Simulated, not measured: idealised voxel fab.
The following is a process module called voxel capacitor over wiring.
Square cell edge 5 nm, section width 175 nm, ID cut.
In this document a cross-section is written as a grid of square cells. It is given as a series of bands, listed from the top down, and a band is one or more rows of cells. Basically the band line says how high the top is and how high the bottom is, in nm, and then what's in it from left to right, every material with its width in nm. Empty space shows up as "air", and if a single material carries "throughout" it runs the full band edge to edge. Heights are reckoned from 0. Under this level, the received wafer is all of one material. The bottommost band is open-ended downward, for example "0 down". You'd read "30 to 40" like this: the band's top row of cells is as wide as the first number, its bottom row is as wide as the second, and going down, every row changes width by the same amount as the row before did. For the purposes of this document, the phrase "changes: none" attached to a step denotes that no cell within the cross-section was modified by that step. So "Closed-off voids" is basically the list of trapped voids: any empty space of 8 cells or more that can't reach the top through an opening. They're written width x height at distance, the distance being from the left edge, and it's all nm. On a step's line, text after the settings is the simulator commenting on that step. "overlay nm" answers the question of how far to the right of plan the mask lay on a step that has a mask, and when it is negative the answer is to the left. So the way this works: pairs, before and after one process step. The after picture only goes down to the lowest band that actually changed, nothing below. Step and its settings are under each pair. And watch out, pairs might come from different runs of this module, same starting wafer though, so a pair only follows on from the one above if its "State before step" entry tells you so.

### State before step
	60 to 55  SiCN 45; air 15; SiCN 115
	55 to 35  lowk throughout
	35 to 20  SiO2 35; TiN 5; W 15; TiN 5; SiO2 55; TiN 5; W 15; TiN 5; SiO2 35
	20 to 15  SiCN 35; TiN 25; SiCN 55; TiN 25; SiCN 35
	15 to 0  SiO2 throughout
	0 down  Si throughout
	Closed-off voids: none

### Sectional View, Post-Process
	70 to 65  TiN 45; air 15; TiN 115
	65 to 60  TiN throughout
	60 to 55  SiCN 45; TiN 15; SiCN 115
	Heights below 55 show no change.
	Closed-off voids: none
The process step bridging the two cross-sections above: DIRECTIONAL_DEP (material TiN; thk nm 10)

State before step: For the state before this step, see the after cross-section of the pair located directly above.

### Sectional View, Post-Process
	75 to 70  Al2O3 45; air 15; Al2O3 115
	70 to 65  TiN 45; Al2O3 15; TiN 115
	Heights below 65 show no change.
	Closed-off voids: none
The process step bridging the two cross-sections above: DIRECTIONAL_DEP (material Al2O3; thk nm 5)

State before step: For the state before this step, see the after cross-section of the pair located directly above.

### Sectional View, Post-Process
	80 to 75  TiN 45; air 15; TiN 115
	75 to 70  Al2O3 45; TiN 15; Al2O3 115
	Heights below 70 show no change.
	Closed-off voids: none
The process step bridging the two cross-sections above: DIRECTIONAL_DEP (material TiN; thk nm 5)

State before step: For the state before this step, see the after cross-section of the pair located directly above.

### Sectional View, Post-Process
	100 to 80  air 45; resist 60; air 70
	80 to 75  TiN 45; resist 15; TiN 115
	Heights below 75 show no change.
	Closed-off voids: none
The process step bridging the two cross-sections above: PATTERN (tone cover; mask id UPPER_PLATE; material resist; width nm 60; thk nm 20; overlay nm 0)

State before step: For the state before this step, see the after cross-section of the pair located directly above.

### Sectional View, Post-Process
	100 to 80  air 45; resist 60; air 70
	80 to 75  air 45; resist 15; TiN 45; air 70
	Heights below 75 show no change.
	Closed-off voids: none
The process step bridging the two cross-sections above: DIRECTIONAL_ETCH (etch materials TiN; depth nm 5)

State before step: For the state before this step, see the after cross-section of the pair located directly above.

### Sectional View, Post-Process
	100 to 80  air 45; resist 60; air 70
	80 to 75  air 45; resist 15; TiN 45; air 70
	75 to 70  air 45; TiN 15; Al2O3 45; air 70
	Heights below 70 show no change.
	Closed-off voids: none
The process step bridging the two cross-sections above: DIRECTIONAL_ETCH (etch materials Al2O3; depth nm 5)

State before step: For the state before this step, see the after cross-section of the pair located directly above.

### Sectional View, Post-Process
	80 to 75  air 60; TiN 45; air 70
	Heights below 75 show no change.
	Closed-off voids: none
The process step bridging the two cross-sections above: STRIP (etch materials resist)

State before step: For the state before this step, see the after cross-section of the pair located directly above.

### Sectional View, Post-Process
	90 to 80  air 60 to 45; aC 45 to 60; air 70
	80 to 75  aC 60; TiN 45; aC 70
	75 to 70  aC 45; TiN 15; Al2O3 45; aC 70
	Heights below 70 show no change.
	Closed-off voids: none
The process step bridging the two cross-sections above: DIRECTIONAL_DEP (material aC; thk nm 10)

State before step: For the state before this step, see the after cross-section of the pair located directly above.

### Sectional View, Post-Process
	120 to 90  air 40; resist 70; air 65
	90 to 80  air 40; resist 20 to 5; aC 45 to 60; resist 5; air 65
	Heights below 80 show no change.
	Closed-off voids: none
The process step bridging the two cross-sections above: PATTERN (tone cover; mask id LOWER_PLATE; material resist; width nm 70; thk nm 30; overlay nm 0)

State before step: For the state before this step, see the after cross-section of the pair located directly above.

### Sectional View, Post-Process
	110 to 90  air 40; resist 70; air 65
	90 to 80  air 40; resist 20 to 5; aC 45 to 60; resist 5; air 65
	80 to 75  air 40; aC 20; TiN 45; aC 5; air 65
	75 to 70  air 40; aC 5; TiN 15; Al2O3 45; aC 5; air 65
	Heights below 70 show no change.
	Closed-off voids: none
The process step bridging the two cross-sections above: DIRECTIONAL_ETCH (etch materials aC; depth nm 10)

State before step: For the state before this step, see the after cross-section of the pair located directly above.

### Sectional View, Post-Process
	90 to 80  air 60 to 45; aC 45 to 60; air 70
	Heights below 80 show no change.
	Closed-off voids: none
The process step bridging the two cross-sections above: STRIP (etch materials resist)

State before step: For the state before this step, see the after cross-section of the pair located directly above.

### Sectional View, Post-Process
	90 to 80  air 60 to 45; aC 45 to 60; air 70
	80 to 75  air 40; aC 20; TiN 45; aC 5; air 65
	75 to 70  air 40; aC 5; TiN 15; Al2O3 45; aC 5; air 65
	70 to 65  air 40; TiN 5; Al2O3 15; TiN 50; air 65
	65 to 60  air 40; TiN 70; air 65
	Heights below 60 show no change.
	Closed-off voids: none
The process step bridging the two cross-sections above: DIRECTIONAL_ETCH (etch materials TiN; depth nm 10)

State before step: For the state before this step, see the after cross-section of the pair located directly above.

### Sectional View, Post-Process
	80 to 75  air 60; TiN 45; air 70
	75 to 70  air 45; TiN 15; Al2O3 45; air 70
	Heights below 70 show no change.
	Closed-off voids: none
The process step bridging the two cross-sections above: STRIP (etch materials aC)

State before step: For the state before this step, see the after cross-section of the pair located directly above.

### Sectional View, Post-Process
	100 to 80  SiO2 throughout
	80 to 75  SiO2 60; TiN 45; SiO2 70
	75 to 70  SiO2 45; TiN 15; Al2O3 45; SiO2 70
	70 to 65  SiO2 40; TiN 5; Al2O3 15; TiN 50; SiO2 65
	65 to 60  SiO2 40; TiN 70; SiO2 65
	Heights below 60 show no change.
	Closed-off voids: none
The process step bridging the two cross-sections above: FILL_DEP (material SiO2; thk nm 20)

State before step: For the state before this step, see the after cross-section of the pair located directly above.

### Sectional View, Post-Process
	95 to 80  SiO2 throughout
	Heights below 80 show no change.
	Closed-off voids: none
The process step bridging the two cross-sections above: CMP (height nm 95)

State before step: For the state before this step, see the after cross-section of the pair located directly above.

### Sectional View, Post-Process
	95 to 80  SiO2 55; air 15; SiO2 105
	Heights below 80 show no change.
	Closed-off voids: none
The process step bridging the two cross-sections above: MASKED_ETCH (tone open; mask id PLUG_2; width nm 15; etch materials SiO2; depth nm 15; overlay nm 0)

State before step: For the state before this step, see the after cross-section of the pair located directly above.

### Sectional View, Post-Process
	100 to 95  TiN 60; air 5; TiN 110
	95 to 85  SiO2 55; TiN 5; air 5; TiN 5; SiO2 105
	85 to 75  SiO2 55 to 60; TiN 15 to 45; SiO2 105 to 70
	Heights below 75 show no change.
	Closed-off voids: none
The process step bridging the two cross-sections above: CONFORMAL_DEP (material TiN; thk nm 5)

State before step: For the state before this step, see the after cross-section of the pair located directly above.

### Sectional View, Post-Process
	105 to 100  Ru throughout
	100 to 95  TiN 60; Ru 5; TiN 110
	95 to 85  SiO2 55; TiN 5; Ru 5; TiN 5; SiO2 105
	Heights below 85 show no change.
	Closed-off voids: none
The process step bridging the two cross-sections above: FILL_DEP (material Ru; thk nm 5)

State before step: For the state before this step, see the after cross-section of the pair located directly above.

### Sectional View, Post-Process
	95 to 85  SiO2 55; TiN 5; Ru 5; TiN 5; SiO2 105
	Heights below 85 show no change.
	Closed-off voids: none
The process step bridging the two cross-sections above: CMP (height nm 95)

State before step: For the state before this step, see the after cross-section of the pair located directly above.

### Sectional View, Post-Process
	100 to 95  SiCN throughout
	Heights below 95 show no change.
	Closed-off voids: none
The process step bridging the two cross-sections above: CONFORMAL_DEP (material SiCN; thk nm 5)

### State before step
	95 to 85  SiO2 55; TiN 5; Ru 5; TiN 5; SiO2 105
	85 to 75  SiO2 55 to 45; TiN 15 to 60; SiO2 105 to 70
	75 to 70  SiO2 45; Al2O3 60; SiO2 70
	70 to 60  SiO2 40; TiN 70; SiO2 65
	60 to 40  lowk 45; Ru 15; lowk 115
	40 to 35  SiCN 45; Ru 15; SiCN 115
	35 to 20  SiO2 35; TiN 5; W 15; TiN 5; SiO2 55; TiN 5; W 15; TiN 5; SiO2 35
	20 to 15  SiCN 35; TiN 25; SiCN 55; TiN 25; SiCN 35
	15 to 0  SiO2 throughout
	0 down  Si throughout
	Closed-off voids: none

### Sectional View, Post-Process
	110 to 95  SiCN throughout
	Heights below 95 show no change.
	Closed-off voids: none
The process step bridging the two cross-sections above: CONFORMAL_DEP (material SiCN; thk nm 15)

### State before step
	35 to 20  SiO2 throughout
	20 to 15  SiCN throughout
	15 to 0  SiO2 throughout
	0 down  Si throughout
	Closed-off voids: none

### Sectional View, Post-Process
	55 to 35  resist 35; air 30; resist 50; air 30; resist 30
	Heights below 35 show no change.
	Closed-off voids: none
The process step bridging the two cross-sections above: PATTERN (tone open; mask id METAL_1; material resist; width nm 30; pitch nm 80; thk nm 20; overlay nm 0)

State before step: For the state before this step, see the after cross-section of the pair located directly above.

### Sectional View, Post-Process
	55 to 35  resist 35; air 30; resist 50; air 30; resist 30
	35 to 20  SiO2 35; air 30; SiO2 50; air 30; SiO2 30
	Heights below 20 show no change.
	Closed-off voids: none
The process step bridging the two cross-sections above: DIRECTIONAL_ETCH (etch materials SiO2; depth nm 15)

State before step: For the state before this step, see the after cross-section of the pair located directly above.

### Sectional View, Post-Process
	55 to 35  resist 35; air 30; resist 50; air 30; resist 30
	35 to 20  SiO2 35; air 30; SiO2 50; air 30; SiO2 30
	20 to 15  SiCN 35; air 30; SiCN 50; air 30; SiCN 30
	Heights below 15 show no change.
	Closed-off voids: none
The process step bridging the two cross-sections above: DIRECTIONAL_ETCH (etch materials SiCN; depth nm 5)

State before step: For the state before this step, see the after cross-section of the pair located directly above.

### Sectional View, Post-Process
	35 to 20  SiO2 35; air 30; SiO2 50; air 30; SiO2 30
	Heights below 20 show no change.
	Closed-off voids: none
The process step bridging the two cross-sections above: STRIP (etch materials resist)

State before step: For the state before this step, see the after cross-section of the pair located directly above.

### Sectional View, Post-Process
	40 to 35  TiN 40; air 20; TiN 60; air 20; TiN 35
	35 to 20  SiO2 35; TiN 5; air 20; TiN 5; SiO2 50; TiN 5; air 20; TiN 5; SiO2 30
	20 to 15  SiCN 35; TiN 30; SiCN 50; TiN 30; SiCN 30
	Heights below 15 show no change.
	Closed-off voids: none
The process step bridging the two cross-sections above: CONFORMAL_DEP (material TiN; thk nm 5)

State before step: For the state before this step, see the after cross-section of the pair located directly above.

### Sectional View, Post-Process
	50 to 40  W throughout
	40 to 35  TiN 40; W 20; TiN 60; W 20; TiN 35
	35 to 20  SiO2 35; TiN 5; W 20; TiN 5; SiO2 50; TiN 5; W 20; TiN 5; SiO2 30
	Heights below 20 show no change.
	Closed-off voids: none
The process step bridging the two cross-sections above: FILL_DEP (material W; thk nm 10)

State before step: For the state before this step, see the after cross-section of the pair located directly above.

### Sectional View, Post-Process
	35 to 20  SiO2 35; TiN 5; W 20; TiN 5; SiO2 50; TiN 5; W 20; TiN 5; SiO2 30
	Heights below 20 show no change.
	Closed-off voids: none
The process step bridging the two cross-sections above: CMP (height nm 35)

State before step: For the state before this step, see the after cross-section of the pair located directly above.

### Sectional View, Post-Process
	40 to 35  SiCN throughout
	Heights below 35 show no change.
	Closed-off voids: none
The process step bridging the two cross-sections above: CONFORMAL_DEP (material SiCN; thk nm 5)

State before step: For the state before this step, see the after cross-section of the pair located directly above.

### Sectional View, Post-Process
	60 to 40  lowk throughout
	Heights below 40 show no change.
	Closed-off voids: none
The process step bridging the two cross-sections above: DIRECTIONAL_DEP (material lowk; thk nm 20)

State before step: For the state before this step, see the after cross-section of the pair located directly above.

### Sectional View, Post-Process
	75 to 60  aC throughout
	Heights below 60 show no change.
	Closed-off voids: none
The process step bridging the two cross-sections above: DIRECTIONAL_DEP (material aC; thk nm 15)

State before step: For the state before this step, see the after cross-section of the pair located directly above.

### Sectional View, Post-Process
	110 to 75  resist 45; air 15; resist 115
	Heights below 75 show no change.
	Closed-off voids: none
The process step bridging the two cross-sections above: PATTERN (tone open; mask id PLUG_1; material resist; width nm 15; thk nm 35; overlay nm 0)

State before step: For the state before this step, see the after cross-section of the pair located directly above.

### Sectional View, Post-Process
	95 to 75  resist 45; air 15; resist 115
	75 to 60  aC 45; air 15; aC 115
	Heights below 60 show no change.
	Closed-off voids: none
The process step bridging the two cross-sections above: DIRECTIONAL_ETCH (etch materials aC; depth nm 15)

State before step: For the state before this step, see the after cross-section of the pair located directly above.

### Sectional View, Post-Process
	75 to 60  aC 45; air 15; aC 115
	Heights below 60 show no change.
	Closed-off voids: none
The process step bridging the two cross-sections above: STRIP (etch materials resist)

State before step: For the state before this step, see the after cross-section of the pair located directly above.

### Sectional View, Post-Process
	75 to 60  aC 45; air 15; aC 115
	60 to 40  lowk 45; air 15; lowk 115
	Heights below 40 show no change.
	Closed-off voids: none
The process step bridging the two cross-sections above: DIRECTIONAL_ETCH (etch materials lowk; depth nm 20)

State before step: For the state before this step, see the after cross-section of the pair located directly above.

### Sectional View, Post-Process
	75 to 60  aC 45; air 15; aC 115
	60 to 40  lowk 45; air 15; lowk 115
	40 to 35  SiCN 45; air 15; SiCN 115
	Heights below 35 show no change.
	Closed-off voids: none
The process step bridging the two cross-sections above: DIRECTIONAL_ETCH (etch materials SiCN; depth nm 5)

State before step: For the state before this step, see the after cross-section of the pair located directly above.

### Sectional View, Post-Process
	60 to 40  lowk 45; air 15; lowk 115
	Heights below 40 show no change.
	Closed-off voids: none
The process step bridging the two cross-sections above: STRIP (etch materials aC)

State before step: For the state before this step, see the after cross-section of the pair located directly above.

### Sectional View, Post-Process
	60 to 45  lowk 45; air 15; lowk 115
	45 to 40  lowk 45; Ru 15; lowk 115
	40 to 35  SiCN 45; Ru 15; SiCN 115
	Heights below 35 show no change.
	Closed-off voids: none
The process step bridging the two cross-sections above: EPI (material Ru; thk nm 10)

State before step: For the state before this step, see the after cross-section of the pair located directly above.

### Sectional View, Post-Process
	60 to 55  lowk 45; air 15; lowk 115
	55 to 40  lowk 45; Ru 15; lowk 115
	Heights below 40 show no change.
	Closed-off voids: none
The process step bridging the two cross-sections above: EPI (material Ru; thk nm 10)

State before step: For the state before this step, see the after cross-section of the pair located directly above.

### Sectional View, Post-Process
	60 to 40  lowk 45; Ru 15; lowk 115
	Heights below 40 show no change.
	Closed-off voids: none
The process step bridging the two cross-sections above: EPI (material Ru; thk nm 5)

State before step: For the state before this step, see the after cross-section of the pair located directly above.

### Sectional View, Post-Process
	70 to 60  TiN throughout
	Heights below 60 show no change.
	Closed-off voids: none
The process step bridging the two cross-sections above: DIRECTIONAL_DEP (material TiN; thk nm 10)

State before step: For the state before this step, see the after cross-section of the pair located directly above.

### Sectional View, Post-Process
	75 to 70  Al2O3 throughout
	Heights below 70 show no change.
	Closed-off voids: none
The process step bridging the two cross-sections above: DIRECTIONAL_DEP (material Al2O3; thk nm 5)

State before step: For the state before this step, see the after cross-section of the pair located directly above.

### Sectional View, Post-Process
	80 to 75  TiN throughout
	Heights below 75 show no change.
	Closed-off voids: none
The process step bridging the two cross-sections above: DIRECTIONAL_DEP (material TiN; thk nm 5)

State before step: For the state before this step, see the after cross-section of the pair located directly above.

### Sectional View, Post-Process
	100 to 80  air 45; resist 60; air 70
	Heights below 80 show no change.
	Closed-off voids: none
The process step bridging the two cross-sections above: PATTERN (tone cover; mask id UPPER_PLATE; material resist; width nm 60; thk nm 20; overlay nm 0)

State before step: For the state before this step, see the after cross-section of the pair located directly above.

### Sectional View, Post-Process
	100 to 80  air 45; resist 60; air 70
	80 to 75  air 45; TiN 60; air 70
	Heights below 75 show no change.
	Closed-off voids: none
The process step bridging the two cross-sections above: DIRECTIONAL_ETCH (etch materials TiN; depth nm 5)

State before step: For the state before this step, see the after cross-section of the pair located directly above.

### Sectional View, Post-Process
	100 to 80  air 45; resist 60; air 70
	80 to 75  air 45; TiN 60; air 70
	75 to 70  air 45; Al2O3 60; air 70
	Heights below 70 show no change.
	Closed-off voids: none
The process step bridging the two cross-sections above: DIRECTIONAL_ETCH (etch materials Al2O3; depth nm 5)

State before step: For the state before this step, see the after cross-section of the pair located directly above.

### Sectional View, Post-Process
	80 to 75  air 45; TiN 60; air 70
	Heights below 75 show no change.
	Closed-off voids: none
The process step bridging the two cross-sections above: STRIP (etch materials resist)

State before step: For the state before this step, see the after cross-section of the pair located directly above.

### Sectional View, Post-Process
	90 to 80  air 45; aC 60; air 70
	80 to 75  aC 45; TiN 60; aC 70
	75 to 70  aC 45; Al2O3 60; aC 70
	Heights below 70 show no change.
	Closed-off voids: none
The process step bridging the two cross-sections above: DIRECTIONAL_DEP (material aC; thk nm 10)

State before step: For the state before this step, see the after cross-section of the pair located directly above.

### Sectional View, Post-Process
	120 to 90  air 40; resist 70; air 65
	90 to 80  air 40; resist 5; aC 60; resist 5; air 65
	Heights below 80 show no change.
	Closed-off voids: none
The process step bridging the two cross-sections above: PATTERN (tone cover; mask id LOWER_PLATE; material resist; width nm 70; thk nm 30; overlay nm 0)

State before step: For the state before this step, see the after cross-section of the pair located directly above.

### Sectional View, Post-Process
	110 to 90  air 40; resist 70; air 65
	90 to 80  air 40; resist 5; aC 60; resist 5; air 65
	80 to 75  air 40; aC 5; TiN 60; aC 5; air 65
	75 to 70  air 40; aC 5; Al2O3 60; aC 5; air 65
	Heights below 70 show no change.
	Closed-off voids: none
The process step bridging the two cross-sections above: DIRECTIONAL_ETCH (etch materials aC; depth nm 10)

State before step: For the state before this step, see the after cross-section of the pair located directly above.

### Sectional View, Post-Process
	90 to 80  air 45; aC 60; air 70
	Heights below 80 show no change.
	Closed-off voids: none
The process step bridging the two cross-sections above: STRIP (etch materials resist)

State before step: For the state before this step, see the after cross-section of the pair located directly above.

### Sectional View, Post-Process
	90 to 80  air 45; aC 60; air 70
	80 to 75  air 40; aC 5; TiN 60; aC 5; air 65
	75 to 70  air 40; aC 5; Al2O3 60; aC 5; air 65
	70 to 60  air 40; TiN 70; air 65
	Heights below 60 show no change.
	Closed-off voids: none
The process step bridging the two cross-sections above: DIRECTIONAL_ETCH (etch materials TiN; depth nm 10)

State before step: For the state before this step, see the after cross-section of the pair located directly above.

### Sectional View, Post-Process
	80 to 75  air 45; TiN 60; air 70
	75 to 70  air 45; Al2O3 60; air 70
	Heights below 70 show no change.
	Closed-off voids: none
The process step bridging the two cross-sections above: STRIP (etch materials aC)

State before step: For the state before this step, see the after cross-section of the pair located directly above.

### Sectional View, Post-Process
	100 to 80  SiO2 throughout
	80 to 75  SiO2 45; TiN 60; SiO2 70
	75 to 70  SiO2 45; Al2O3 60; SiO2 70
	70 to 60  SiO2 40; TiN 70; SiO2 65
	Heights below 60 show no change.
	Closed-off voids: none
The process step bridging the two cross-sections above: FILL_DEP (material SiO2; thk nm 20)

State before step: For the state before this step, see the after cross-section of the pair located directly above.

### Sectional View, Post-Process
	95 to 80  SiO2 throughout
	Heights below 80 show no change.
	Closed-off voids: none
The process step bridging the two cross-sections above: CMP (height nm 95)

State before step: For the state before this step, see the after cross-section of the pair located directly above.

### Sectional View, Post-Process
	95 to 80  SiO2 55; air 15; SiO2 105
	Heights below 80 show no change.
	Closed-off voids: none
The process step bridging the two cross-sections above: MASKED_ETCH (tone open; mask id PLUG_2; width nm 15; etch materials SiO2; depth nm 15; overlay nm 0)

State before step: For the state before this step, see the after cross-section of the pair located directly above.

### Sectional View, Post-Process
	100 to 95  TiN 60; air 5; TiN 110
	95 to 85  SiO2 55; TiN 5; air 5; TiN 5; SiO2 105
	85 to 75  SiO2 55 to 45; TiN 15 to 60; SiO2 105 to 70
	Heights below 75 show no change.
	Closed-off voids: none
The process step bridging the two cross-sections above: CONFORMAL_DEP (material TiN; thk nm 5)

State before step: For the state before this step, see the after cross-section of the pair located directly above.

### Sectional View, Post-Process
	105 to 100  Ru throughout
	100 to 95  TiN 60; Ru 5; TiN 110
	95 to 85  SiO2 55; TiN 5; Ru 5; TiN 5; SiO2 105
	Heights below 85 show no change.
	Closed-off voids: none
The process step bridging the two cross-sections above: FILL_DEP (material Ru; thk nm 5)

State before step: For the state before this step, see the after cross-section of the pair located directly above.

### Sectional View, Post-Process
	95 to 85  SiO2 55; TiN 5; Ru 5; TiN 5; SiO2 105
	Heights below 85 show no change.
	Closed-off voids: none
The process step bridging the two cross-sections above: CMP (height nm 95)

State before step: For the state before this step, see the after cross-section of the pair located directly above.

### Sectional View, Post-Process
	100 to 95  SiCN throughout
	Heights below 95 show no change.
	Closed-off voids: none
The process step bridging the two cross-sections above: CONFORMAL_DEP (material SiCN; thk nm 5)

### State before step
	35 to 20  SiO2 throughout
	20 to 15  SiCN throughout
	15 to 0  SiO2 throughout
	0 down  Si throughout
	Closed-off voids: none

### Sectional View, Post-Process
	55 to 35  resist 45; air 25; resist 55; air 25; resist 25
	Heights below 35 show no change.
	Closed-off voids: none
The process step bridging the two cross-sections above: PATTERN (tone open; mask id METAL_1; material resist; width nm 25; pitch nm 80; thk nm 20; overlay nm 10)

State before step: For the state before this step, see the after cross-section of the pair located directly above.

### Sectional View, Post-Process
	55 to 35  resist 45; air 25; resist 55; air 25; resist 25
	35 to 20  SiO2 45; air 25; SiO2 55; air 25; SiO2 25
	Heights below 20 show no change.
	Closed-off voids: none
The process step bridging the two cross-sections above: DIRECTIONAL_ETCH (etch materials SiO2; depth nm 15)

State before step: For the state before this step, see the after cross-section of the pair located directly above.

### Sectional View, Post-Process
	55 to 35  resist 45; air 25; resist 55; air 25; resist 25
	35 to 20  SiO2 45; air 25; SiO2 55; air 25; SiO2 25
	20 to 15  SiCN 45; air 25; SiCN 55; air 25; SiCN 25
	Heights below 15 show no change.
	Closed-off voids: none
The process step bridging the two cross-sections above: DIRECTIONAL_ETCH (etch materials SiCN; depth nm 5)

State before step: For the state before this step, see the after cross-section of the pair located directly above.

### Sectional View, Post-Process
	35 to 20  SiO2 45; air 25; SiO2 55; air 25; SiO2 25
	Heights below 20 show no change.
	Closed-off voids: none
The process step bridging the two cross-sections above: STRIP (etch materials resist)

State before step: For the state before this step, see the after cross-section of the pair located directly above.

### Sectional View, Post-Process
	40 to 35  TiN 50; air 15; TiN 65; air 15; TiN 30
	35 to 20  SiO2 45; TiN 5; air 15; TiN 5; SiO2 55; TiN 5; air 15; TiN 5; SiO2 25
	20 to 15  SiCN 45; TiN 25; SiCN 55; TiN 25; SiCN 25
	Heights below 15 show no change.
	Closed-off voids: none
The process step bridging the two cross-sections above: CONFORMAL_DEP (material TiN; thk nm 5)

State before step: For the state before this step, see the after cross-section of the pair located directly above.

### Sectional View, Post-Process
	50 to 40  W throughout
	40 to 35  TiN 50; W 15; TiN 65; W 15; TiN 30
	35 to 20  SiO2 45; TiN 5; W 15; TiN 5; SiO2 55; TiN 5; W 15; TiN 5; SiO2 25
	Heights below 20 show no change.
	Closed-off voids: none
The process step bridging the two cross-sections above: FILL_DEP (material W; thk nm 10)

State before step: For the state before this step, see the after cross-section of the pair located directly above.

### Sectional View, Post-Process
	35 to 20  SiO2 45; TiN 5; W 15; TiN 5; SiO2 55; TiN 5; W 15; TiN 5; SiO2 25
	Heights below 20 show no change.
	Closed-off voids: none
The process step bridging the two cross-sections above: CMP (height nm 35)

State before step: For the state before this step, see the after cross-section of the pair located directly above.

### Sectional View, Post-Process
	40 to 35  SiCN throughout
	Heights below 35 show no change.
	Closed-off voids: none
The process step bridging the two cross-sections above: CONFORMAL_DEP (material SiCN; thk nm 5)

State before step: For the state before this step, see the after cross-section of the pair located directly above.

### Sectional View, Post-Process
	60 to 40  lowk throughout
	Heights below 40 show no change.
	Closed-off voids: none
The process step bridging the two cross-sections above: DIRECTIONAL_DEP (material lowk; thk nm 20)

State before step: For the state before this step, see the after cross-section of the pair located directly above.

### Sectional View, Post-Process
	75 to 60  aC throughout
	Heights below 60 show no change.
	Closed-off voids: none
The process step bridging the two cross-sections above: DIRECTIONAL_DEP (material aC; thk nm 15)

State before step: For the state before this step, see the after cross-section of the pair located directly above.

### Sectional View, Post-Process
	110 to 75  resist 45; air 15; resist 115
	Heights below 75 show no change.
	Closed-off voids: none
The process step bridging the two cross-sections above: PATTERN (tone open; mask id PLUG_1; material resist; width nm 15; thk nm 35; overlay nm 0)

State before step: For the state before this step, see the after cross-section of the pair located directly above.

### Sectional View, Post-Process
	95 to 75  resist 45; air 15; resist 115
	75 to 60  aC 45; air 15; aC 115
	Heights below 60 show no change.
	Closed-off voids: none
The process step bridging the two cross-sections above: DIRECTIONAL_ETCH (etch materials aC; depth nm 15)

State before step: For the state before this step, see the after cross-section of the pair located directly above.

### Sectional View, Post-Process
	75 to 60  aC 45; air 15; aC 115
	Heights below 60 show no change.
	Closed-off voids: none
The process step bridging the two cross-sections above: STRIP (etch materials resist)

State before step: For the state before this step, see the after cross-section of the pair located directly above.

### Sectional View, Post-Process
	75 to 60  aC 45; air 15; aC 115
	60 to 40  lowk 45; air 15; lowk 115
	Heights below 40 show no change.
	Closed-off voids: none
The process step bridging the two cross-sections above: DIRECTIONAL_ETCH (etch materials lowk; depth nm 20)

State before step: For the state before this step, see the after cross-section of the pair located directly above.

### Sectional View, Post-Process
	75 to 60  aC 45; air 15; aC 115
	60 to 40  lowk 45; air 15; lowk 115
	40 to 35  SiCN 45; air 15; SiCN 115
	Heights below 35 show no change.
	Closed-off voids: none
The process step bridging the two cross-sections above: DIRECTIONAL_ETCH (etch materials SiCN; depth nm 5)

State before step: For the state before this step, see the after cross-section of the pair located directly above.

### Sectional View, Post-Process
	60 to 40  lowk 45; air 15; lowk 115
	Heights below 40 show no change.
	Closed-off voids: none
The process step bridging the two cross-sections above: STRIP (etch materials aC)

State before step: For the state before this step, see the after cross-section of the pair located directly above.

### Sectional View, Post-Process
	60 to 45  lowk 45; air 15; lowk 115
	45 to 40  lowk 45; Ru 15; lowk 115
	40 to 35  SiCN 45; Ru 15; SiCN 115
	Heights below 35 show no change.
	Closed-off voids: none
The process step bridging the two cross-sections above: EPI (material Ru; thk nm 10)

State before step: For the state before this step, see the after cross-section of the pair located directly above.

### Sectional View, Post-Process
	60 to 55  lowk 45; air 15; lowk 115
	55 to 40  lowk 45; Ru 15; lowk 115
	Heights below 40 show no change.
	Closed-off voids: none
The process step bridging the two cross-sections above: EPI (material Ru; thk nm 10)

State before step: For the state before this step, see the after cross-section of the pair located directly above.

### Sectional View, Post-Process
	60 to 40  lowk 45; Ru 15; lowk 115
	Heights below 40 show no change.
	Closed-off voids: none
The process step bridging the two cross-sections above: EPI (material Ru; thk nm 5)

State before step: For the state before this step, see the after cross-section of the pair located directly above.

### Sectional View, Post-Process
	70 to 60  TiN throughout
	Heights below 60 show no change.
	Closed-off voids: none
The process step bridging the two cross-sections above: DIRECTIONAL_DEP (material TiN; thk nm 10)

State before step: For the state before this step, see the after cross-section of the pair located directly above.

### Sectional View, Post-Process
	75 to 70  Al2O3 throughout
	Heights below 70 show no change.
	Closed-off voids: none
The process step bridging the two cross-sections above: DIRECTIONAL_DEP (material Al2O3; thk nm 5)

State before step: For the state before this step, see the after cross-section of the pair located directly above.

### Sectional View, Post-Process
	80 to 75  TiN throughout
	Heights below 75 show no change.
	Closed-off voids: none
The process step bridging the two cross-sections above: DIRECTIONAL_DEP (material TiN; thk nm 5)

State before step: For the state before this step, see the after cross-section of the pair located directly above.

### Sectional View, Post-Process
	100 to 80  air 45; resist 60; air 70
	Heights below 80 show no change.
	Closed-off voids: none
The process step bridging the two cross-sections above: PATTERN (tone cover; mask id UPPER_PLATE; material resist; width nm 60; thk nm 20; overlay nm 0)

State before step: For the state before this step, see the after cross-section of the pair located directly above.

### Sectional View, Post-Process
	100 to 80  air 45; resist 60; air 70
	80 to 75  air 45; TiN 60; air 70
	Heights below 75 show no change.
	Closed-off voids: none
The process step bridging the two cross-sections above: DIRECTIONAL_ETCH (etch materials TiN; depth nm 5)

State before step: For the state before this step, see the after cross-section of the pair located directly above.

### Sectional View, Post-Process
	100 to 80  air 45; resist 60; air 70
	80 to 75  air 45; TiN 60; air 70
	75 to 70  air 45; Al2O3 60; air 70
	Heights below 70 show no change.
	Closed-off voids: none
The process step bridging the two cross-sections above: DIRECTIONAL_ETCH (etch materials Al2O3; depth nm 5)

State before step: For the state before this step, see the after cross-section of the pair located directly above.

### Sectional View, Post-Process
	80 to 75  air 45; TiN 60; air 70
	Heights below 75 show no change.
	Closed-off voids: none
The process step bridging the two cross-sections above: STRIP (etch materials resist)

State before step: For the state before this step, see the after cross-section of the pair located directly above.

### Sectional View, Post-Process
	90 to 80  air 45; aC 60; air 70
	80 to 75  aC 45; TiN 60; aC 70
	75 to 70  aC 45; Al2O3 60; aC 70
	Heights below 70 show no change.
	Closed-off voids: none
The process step bridging the two cross-sections above: DIRECTIONAL_DEP (material aC; thk nm 10)

State before step: For the state before this step, see the after cross-section of the pair located directly above.

### Sectional View, Post-Process
	120 to 90  air 40; resist 70; air 65
	90 to 80  air 40; resist 5; aC 60; resist 5; air 65
	Heights below 80 show no change.
	Closed-off voids: none
The process step bridging the two cross-sections above: PATTERN (tone cover; mask id LOWER_PLATE; material resist; width nm 70; thk nm 30; overlay nm 0)

State before step: For the state before this step, see the after cross-section of the pair located directly above.

### Sectional View, Post-Process
	110 to 90  air 40; resist 70; air 65
	90 to 80  air 40; resist 5; aC 60; resist 5; air 65
	80 to 75  air 40; aC 5; TiN 60; aC 5; air 65
	75 to 70  air 40; aC 5; Al2O3 60; aC 5; air 65
	Heights below 70 show no change.
	Closed-off voids: none
The process step bridging the two cross-sections above: DIRECTIONAL_ETCH (etch materials aC; depth nm 10)
